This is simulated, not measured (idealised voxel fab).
Proc. module: voxel capacitor over wiring
Square cells of 5 nm make up the cross-section cut, whose width is 230 nm.
Cross-sections here: square-cell grids, written as top-down lists of bands, a band being one or more rows of cells.
Top height, bottom height, nm. Materials left to right, width each, nm. Single material + "everywhere" = fills band edge to edge. "empty" = empty.
We count height from 0. Below that, the starting wafer is all one material. The lowest band never ends at the bottom but goes on down; see "top 0, no bottom" for how that is written.
With a width like "30->40", each row of cells in the band differs from the next by the same amount, the top row carrying the first number and the bottom row the second.
The cross-section has no changed cell in any step marked "stayed the same".
Entry "Trapped void list" = empty spaces >= 8 cells with no open way to the top; each as width x height at distance, distance from left edge, all nm.
On a step's line, text after the settings is the simulator commenting on that step.
overlay nm: where the mask lay relative to plan, measured to the right, on steps with a mask; negatives go left.
Set out below are the planned steps of the process
- 1: RECEIVE: material Si
- 2: CONFORMAL_DEP: material SiO2, thk nm 15
- 3: CONFORMAL_DEP: material SiCN, thk nm 5
- 4: DIRECTIONAL_DEP: material lowk, thk nm 15
- 5: PATTERN: tone open, mask id METAL_1, material resist, width nm 25, pitch nm 75, thk nm 15, overlay nm 0
- 6: DIRECTIONAL_ETCH: etch materials lowk, depth nm 15
- 7: DIRECTIONAL_ETCH: etch materials SiCN, depth nm 5
- 8: STRIP: etch materials resist
- 9: CONFORMAL_DEP: material TiN, thk nm 5
- 10: FILL_DEP: material Ru, thk nm 5
- 11: CMP: height nm 35
- 12: EPI: material Ru, thk nm 5
- 13: FILL_DEP: material SiCN, thk nm 5
- 14: DIRECTIONAL_DEP: material SiO2, thk nm 20
- 15: DIRECTIONAL_DEP: material aC, thk nm 10
- 16: PATTERN: tone open, mask id PLUG_1, material resist, width nm 15, thk nm 30, overlay nm 0
- 17: DIRECTIONAL_ETCH: etch materials aC, depth nm 10
- 18: STRIP: etch materials resist
- 19: DIRECTIONAL_ETCH: etch materials SiO2, depth nm 20
- 20: DIRECTIONAL_ETCH: etch materials SiCN, depth nm 5
- 21: STRIP: etch materials aC
- 22: CONFORMAL_DEP: material TiN, thk nm 5
- 23: FILL_DEP: material W, thk nm 10
- 24: CMP: height nm 65
- 25: DIRECTIONAL_DEP: material TiN, thk nm 5
- 26: DIRECTIONAL_DEP: material HfO2, thk nm 5
- 27: DIRECTIONAL_DEP: material TiN, thk nm 5
- 28: MASKED_ETCH: tone cover, mask id UPPER_PLATE, width nm 55, etch materials TiN, depth nm 5, overlay nm 0
- 29: MASKED_ETCH: tone cover, mask id UPPER_PLATE, width nm 55, etch materials HfO2, depth nm 5, overlay nm -15
- 30: MASKED_ETCH: tone cover, mask id LOWER_PLATE, width nm 65, etch materials TiN, depth nm 5, overlay nm 0
- 31: FILL_DEP: material SiO2, thk nm 15
- 32: CMP: height nm 90
- 33: MASKED_ETCH: tone open, mask id PLUG_2, width nm 15, etch materials SiO2, depth nm 10, overlay nm 0
- 34: CONFORMAL_DEP: material TiN, thk nm 5
- 35: FILL_DEP: material Cu, thk nm 5
- 36: CMP: height nm 90
- 37: CONFORMAL_DEP: material SiN, thk nm 5
What sets these wafers apart? The overlay nm at step 29. They all start alike, and the plan carries the first wafer's value.
Step 1 complete: as-received cross-section of the first of several wafers
  top 0, no bottom = Si everywhere
  Trapped void list: none
Each row below is a wafer at the end of the module, listing for every material the number of cells it has gained (+) or lost (-) since it was received, followed by its closed voids
overlay nm -15, +1 Cu, +14 HfO2, +32 Ru, +111 SiCN, +46 SiN, +494 SiO2, +64 TiN, +4 W, +108 lowk, Trapped void list: none
overlay nm -10, +1 Cu, +13 HfO2, +32 Ru, +111 SiCN, +46 SiN, +496 SiO2, +63 TiN, +4 W, +108 lowk, Trapped void list: none
overlay nm -5, +1 Cu, +12 HfO2, +32 Ru, +111 SiCN, +46 SiN, +498 SiO2, +62 TiN, +4 W, +108 lowk, Trapped void list: none
overlay nm 0, +1 Cu, +11 HfO2, +32 Ru, +111 SiCN, +46 SiN, +499 SiO2, +62 TiN, +4 W, +108 lowk, Trapped void list: none
overlay nm 5, +1 Cu, +12 HfO2, +32 Ru, +111 SiCN, +46 SiN, +498 SiO2, +62 TiN, +4 W, +108 lowk, Trapped void list: none
overlay nm 10, +1 Cu, +13 HfO2, +32 Ru, +111 SiCN, +46 SiN, +496 SiO2, +63 TiN, +4 W, +108 lowk, Trapped void list: none
overlay nm 15, +1 Cu, +14 HfO2, +32 Ru, +111 SiCN, +46 SiN, +494 SiO2, +64 TiN, +4 W, +108 lowk, Trapped void list: none
